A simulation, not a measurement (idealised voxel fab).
process module | voxel local oxidation
cross-section cut | 290 nm wide | cells 5 nm
A cross-section is a grid of square cells, given in bands from the top down. A band is one or more rows of cells.
Each band's line starts with the height of the band's top and of its bottom, in nm. Then come its materials from left to right, each with its width in nm. One material with "throughout" fills the band from edge to edge. "air" is empty space.
Height 0 is the level under which the wafer as received is all one material. The lowest band goes on downwards, as in "0 down".
A width such as "30 to 40" changes by the same amount from each row of cells to the next, from the band's top row to its bottom row.
"no change" after a step means that no cell of the cross-section changed.
closed voids: empty space of 8 cells or more with no open way to the top, each as width x height at its distance from the left edge, in nm
after a step's settings: what the simulator itself notes on the step
overlay nm, on a step with a mask: how far to the right of its planned place the mask lay; to the left if negative
plan
1 op RECEIVE | material Si
2 op CONFORMAL_DEP | material SiO2 | thk nm 5
3 op CONFORMAL_DEP | material SiN | thk nm 15
4 op MASKED_ETCH | tone cover | mask id ACTIVE | width nm 90 | pitch nm 130 | etch materials SiN | depth nm 15 | overlay nm 0
5 op SELECTIVE_ETCH | etch materials SiO2 | depth nm 5
6 op OXIDIZE | depth nm 15
7 op STRIP | etch materials SiN
as received, after step 1
  0 down: Si throughout
  closed voids: none
first wafer at the end, as planned
  5 to 0: air 40 | SiO2 80 | air 50 | SiO2 80 | air 40
  0 to -15: SiO2 55 | Si 50 | SiO2 80 | Si 50 | SiO2 55
  -15 down: Si throughout
  closed voids: none
second wafer at the end: like start, like plan, one mistake
  5 to 0: air 45 | SiO2 75 | air 55 | SiO2 75 | air 40
  0 to -15: SiO2 60 | Si 45 | SiO2 85 | Si 45 | SiO2 55
  -15 down: Si throughout
  closed voids: none
what went wrong: step 4 ran as: op MASKED_ETCH | tone cover | mask id ACTIVE | width nm 85 | pitch nm 130 | etch materials SiN | depth nm 15 | overlay nm 0
at the end the second wafer has, in cells: 6 fewer of Si | 4 more of SiO2
